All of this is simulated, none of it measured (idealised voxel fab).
process module | voxel air gaps
cross-section cut | 250 nm wide | cells 5 nm
A cross-section is a grid of square cells, given in bands from the top down. A band is one or more rows of cells.
Each band's line starts with the height of the band's top and of its bottom, in nm. Then come its materials from left to right, each with its width in nm. One material with "throughout" fills the band from edge to edge. "air" is empty space.
Height 0 is the level under which the wafer as received is all one material. The lowest band goes on downwards, as in "0 down".
A width such as "30 to 40" changes by the same amount from each row of cells to the next, from the band's top row to its bottom row.
"no change" after a step means that no cell of the cross-section changed.
closed voids: empty space of 8 cells or more with no open way to the top, each as width x height at its distance from the left edge, in nm
after a step's settings: what the simulator itself notes on the step
overlay nm, on a step with a mask: how far to the right of its planned place the mask lay; to the left if negative
plan
1 op RECEIVE | material Si
2 op CONFORMAL_DEP | material SiO2 | thk nm 10
3 op CONFORMAL_DEP | material SiN | thk nm 5
4 op DIRECTIONAL_DEP | material lowk | thk nm 30
5 op DIRECTIONAL_DEP | material aC | thk nm 15
6 op PATTERN | tone open | mask id LINES | material resist | width nm 15 | pitch nm 40 | thk nm 35 | overlay nm 0
7 op DIRECTIONAL_ETCH | etch materials aC | depth nm 15
8 op STRIP | etch materials resist
9 op DIRECTIONAL_ETCH | etch materials lowk | depth nm 30
10 op STRIP | etch materials aC
11 op CONFORMAL_DEP | material TiN | thk nm 5
12 op FILL_DEP | material Cu | thk nm 5
13 op CMP | height nm 45
14 op EPI | material Ru | thk nm 10
15 op SELECTIVE_ETCH | etch materials lowk | depth nm 40
16 op CONFORMAL_DEP | material SiN | thk nm 5
as received, after step 1
  0 down: Si throughout
  closed voids: none
first wafer at the end, as planned
  60 to 55: air 40 | SiN 165 | air 45
  55 to 45: air 40 | SiN 5 | Ru 35 | SiN 5 | Ru 35 | SiN 5 | Ru 35 | SiN 5 | Ru 35 | SiN 5 | air 45
  45 to 40: air 40 | SiN 15 | TiN 5 | Cu 5 | TiN 5 | SiN 25 | TiN 5 | Cu 5 | TiN 5 | SiN 25 | TiN 5 | Cu 5 | TiN 5 | SiN 25 | TiN 5 | Cu 5 | TiN 5 | SiN 15 | air 45
  40 to 20: air 50 | SiN 5 | TiN 5 | Cu 5 | TiN 5 | SiN 5 | air 15 | SiN 5 | TiN 5 | Cu 5 | TiN 5 | SiN 5 | air 15 | SiN 5 | TiN 5 | Cu 5 | TiN 5 | SiN 5 | air 15 | SiN 5 | TiN 5 | Cu 5 | TiN 5 | SiN 5 | air 55
  20 to 15: SiN 55 | TiN 15 | SiN 25 | TiN 15 | SiN 25 | TiN 15 | SiN 25 | TiN 15 | SiN 60
  15 to 10: SiN throughout
  10 to 0: SiO2 throughout
  0 down: Si throughout
  closed voids: 15 x 20 at 75; 15 x 20 at 115; 15 x 20 at 155
second wafer at the end: like start, like plan, one mistake
  70 to 65: air 30 | SiN 185 | air 35
  65 to 45: air 30 | SiN 5 | Ru 175 | SiN 5 | air 35
  45 to 40: air 30 | SiN 25 | TiN 5 | Cu 5 | TiN 5 | lowk 25 | TiN 5 | Cu 5 | TiN 5 | lowk 25 | TiN 5 | Cu 5 | TiN 5 | lowk 25 | TiN 5 | Cu 5 | TiN 5 | SiN 25 | air 35
  40 to 20: air 50 | SiN 5 | TiN 5 | Cu 5 | TiN 5 | lowk 25 | TiN 5 | Cu 5 | TiN 5 | lowk 25 | TiN 5 | Cu 5 | TiN 5 | lowk 25 | TiN 5 | Cu 5 | TiN 5 | SiN 5 | air 55
  20 to 15: SiN 55 | TiN 15 | lowk 25 | TiN 15 | lowk 25 | TiN 15 | lowk 25 | TiN 15 | SiN 60
  15 to 10: SiN throughout
  10 to 0: SiO2 throughout
  0 down: Si throughout
  closed voids: none
what went wrong: step 14 was run twice
at the end the second wafer has, in cells: 84 more of Ru | 48 fewer of SiN | 90 more of lowk
closed voids at the end (first wafer, second wafer): 3, 0
